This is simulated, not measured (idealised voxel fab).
A process module follows: voxel self aligned vias.
FYI the section here is cut, 225 nm wide, cells are 5 nm squares.
A cross-section is written here as square cells arranged in a grid, and it is given in bands from the top down, each band taking up one or more rows of cells. For a band, the entry starts with two heights in nm, that of the top and then that of the bottom, and carries on with the band's materials in order from left to right, each alongside its width in nm; the word "throughout" beside a single material means it fills the band edge to edge, and "empty" means empty space. Height 0 is the level under which the wafer as received is all one material. The lowest band goes on downwards, as in "0 -> down". The expression "30->40" gives the width at the extremes of the band, the first number at its top row of cells and the second at its bottom row, with the width changing by equal amounts from each row to the next in between. It should be understood that the words "everything unchanged", when stated for a given step, signify that the cross-section underwent no change in any of its cells during that step. Each empty space that has no open way to the top and spans at least 8 cells appears under "Voids, sealed" as width x height at distance, the distance counted from the left edge, all in nm. Past the settings on a step's line: simulator remark, on that step. For masked steps, "overlay nm" on the step line gives how far right of plan the mask actually lay; a minus sign means it lay to the left.

# Process steps (planned)
1: RECEIVE (material Si)
2: CONFORMAL_DEP (material SiO2; thk nm 10)
3: CONFORMAL_DEP (material SiCN; thk nm 5)
4: DIRECTIONAL_DEP (material SiO2; thk nm 20)
5: MASKED_ETCH (tone open; mask id LINES; width nm 30; pitch nm 70; etch materials SiO2; depth nm 20; overlay nm 0)
6: CONFORMAL_DEP (material TiN; thk nm 5)
7: FILL_DEP (material W; thk nm 5)
8: CMP (height nm 35)
9: SELECTIVE_ETCH (etch materials W Ru TiN; depth nm 10)
10: FILL_DEP (material SiN; thk nm 5)
11: CMP (height nm 35)
12: DIRECTIONAL_DEP (material SiO2; thk nm 20)
13: DIRECTIONAL_DEP (material aC; thk nm 10)
14: PATTERN (tone open; mask id VIAS; material resist; width nm 40; pitch nm 140; thk nm 25; overlay nm 0)
15: DIRECTIONAL_ETCH (etch materials aC; depth nm 10)
16: STRIP (etch materials resist)
17: DIRECTIONAL_ETCH (etch materials SiO2; depth nm 20)
18: DIRECTIONAL_ETCH (etch materials SiN; depth nm 10)
19: STRIP (etch materials aC)
20: CONFORMAL_DEP (material TiN; thk nm 5)
21: FILL_DEP (material Ru; thk nm 5)
22: CMP (height nm 55)
23: CONFORMAL_DEP (material SiCN; thk nm 5)

# So this is the incoming wafer in cross-section - it's already been through step 1
* 0 -> down = Si throughout
* Voids, sealed: none

# One mistake in running the module, otherwise start and plan as above: cross-section at the end
* 60 -> 55 = SiCN throughout
* 55 -> 35 = SiO2 20 nm, then TiN 5 nm, then Ru 30 nm, then TiN 5 nm, then SiO2 100 nm, then TiN 5 nm, then Ru 30 nm, then TiN 5 nm, then SiO2 25 nm
* 35 -> 30 = SiN 20 nm, then TiN 10 nm, then Ru 20 nm, then TiN 10 nm, then SiN 100 nm, then TiN 10 nm, then Ru 20 nm, then TiN 10 nm, then SiN 25 nm
* 30 -> 25 = SiO2 25 nm, then TiN 30 nm, then SiO2 40 nm, then SiN 30 nm, then SiO2 40 nm, then TiN 30 nm, then SiO2 30 nm
* 25 -> 15 = SiO2 25 nm, then TiN 5 nm, then W 20 nm, then TiN 5 nm, then SiO2 40 nm, then TiN 5 nm, then W 20 nm, then TiN 5 nm, then SiO2 40 nm, then TiN 5 nm, then W 20 nm, then TiN 5 nm, then SiO2 30 nm
* 15 -> 10 = SiO2 25 nm, then TiN 30 nm, then SiO2 40 nm, then TiN 30 nm, then SiO2 40 nm, then TiN 30 nm, then SiO2 30 nm
* 10 -> 0 = SiO2 throughout
* 0 -> down = Si throughout
* Voids, sealed: none
Here's what went sideways: step 3 in the plan did not get run; it was skipped
